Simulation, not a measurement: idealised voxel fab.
The name of this process module is voxel ribs on slabs.
The width of the displayed cross-section, cut, is 270 nm; its cells are square, with a size of 5 nm.
In this document a cross-section is written as a grid of square cells. It is given as a series of bands, listed from the top down, and a band is one or more rows of cells. Basically the band line says how high the top is and how high the bottom is, in nm, and then what's in it from left to right, every material with its width in nm. Empty space shows up as "blank", and if a single material carries "all across" it runs the full band edge to edge. Height 0 is the level under which the wafer as received is all one material. The lowest band goes on downwards, as in "0..down". You'd read "30..40" like this: the band's top row of cells is as wide as the first number, its bottom row is as wide as the second, and going down, every row changes width by the same amount as the row before did. No cell of the cross-section changed in a step that is given as "same as before". So "Internal closed voids" is basically the list of trapped voids: any empty space of 8 cells or more that can't reach the top through an opening. They're written width x height at distance, the distance being from the left edge, and it's all nm. Text after the settings on a step's line: the simulator's own remark on that step. overlay nm: mask right of planned place by this much (step with mask). Neg. = left.

-- The steps planned for the process are as follows
1,RECEIVE (material Si)
2,DIRECTIONAL_DEP (material SiO2; thk nm 25)
3,DIRECTIONAL_DEP (material polySi; thk nm 25)
4,DIRECTIONAL_DEP (material aC; thk nm 15)
5,PATTERN (tone cover; mask id RIB; material resist; width nm 20; thk nm 30; overlay nm 0)
6,DIRECTIONAL_ETCH (etch materials aC; depth nm 15)
7,STRIP (etch materials resist)
8,DIRECTIONAL_ETCH (etch materials polySi; depth nm 15)
9,STRIP (etch materials aC)
10,MASKED_ETCH (tone cover; mask id SLAB; width nm 70; etch materials polySi; depth nm 10; overlay nm 0)
11,FILL_DEP (material SiO2; thk nm 30)
12,CMP (height nm 70)
13,DIRECTIONAL_DEP (material TiN; thk nm 10)
14,MASKED_ETCH (tone cover; mask id HEATER; width nm 30; etch materials TiN; depth nm 10; overlay nm 0)
15,CONFORMAL_DEP (material SiO2; thk nm 10)

-- So, the first of our two wafers, run just as we planned it

-- As-received wafer cross-section (after step 1)
- 0..down | Si all across
- Internal closed voids: none

-- Step 2 complete: cross-section through the wafer
- 25..0 | SiO2 all across
- Beneath the level 0, the cross-section is identical to its previous state.

-- Step 3 complete: cross-section through the wafer
- 50..25 | polySi all across
- Beneath the level 25, the cross-section is identical to its previous state.

-- Step 4 complete: cross-section through the wafer
- 65..50 | aC all across
- Beneath the level 50, the cross-section is identical to its previous state.

-- Step 5 complete: cross-section through the wafer
- 95..65 | blank 125 nm | resist 20 nm | blank 125 nm
- Beneath the level 65, the cross-section is identical to its previous state.

-- Step 6 complete: cross-section through the wafer
- 80..65 | blank 125 nm | resist 20 nm | blank 125 nm
- 65..50 | blank 125 nm | aC 20 nm | blank 125 nm
- Beneath the level 50, the cross-section is identical to its previous state.

-- Step 7 complete: cross-section through the wafer
- 65..50 | blank 125 nm | aC 20 nm | blank 125 nm
- Beneath the level 50, the cross-section is identical to its previous state.

-- Step 8 complete: cross-section through the wafer
- 65..50 | blank 125 nm | aC 20 nm | blank 125 nm
- 50..35 | blank 125 nm | polySi 20 nm | blank 125 nm
- Beneath the level 35, the cross-section is identical to its previous state.

-- Step 9 complete: cross-section through the wafer
- 50..35 | blank 125 nm | polySi 20 nm | blank 125 nm
- Beneath the level 35, the cross-section is identical to its previous state.

-- Step 10 complete: cross-section through the wafer
- 50..35 | blank 125 nm | polySi 20 nm | blank 125 nm
- 35..25 | blank 100 nm | polySi 70 nm | blank 100 nm
- Beneath the level 25, the cross-section is identical to its previous state.

-- Step 11 complete: cross-section through the wafer
- 80..50 | SiO2 all across
- 50..35 | SiO2 125 nm | polySi 20 nm | SiO2 125 nm
- 35..25 | SiO2 100 nm | polySi 70 nm | SiO2 100 nm
- Beneath the level 25, the cross-section is identical to its previous state.

-- Step 12 complete: cross-section through the wafer
- 70..50 | SiO2 all across
- Beneath the level 50, the cross-section is identical to its previous state.

-- Step 13 complete: cross-section through the wafer
- 80..70 | TiN all across
- Beneath the level 70, the cross-section is identical to its previous state.

-- Step 14 complete: cross-section through the wafer
- 80..70 | blank 120 nm | TiN 30 nm | blank 120 nm
- Beneath the level 70, the cross-section is identical to its previous state.

-- Step 15 complete: cross-section through the wafer
- 90..80 | blank 110 nm | SiO2 50 nm | blank 110 nm
- 80..70 | SiO2 120 nm | TiN 30 nm | SiO2 120 nm
- Beneath the level 70, the cross-section is identical to its previous state.

-- Second wafer: same start and same plan as the first, one execution error; identical to the first through step 14

Cross-section of the second wafer when, according to plan, step 15 should have finished: same as before
Finding, execution versus plan: plan step 15 never ran because it was skipped
Final comparison by cell count, materials where the second wafer has more or fewer than the first: SiO2: 116 fewer
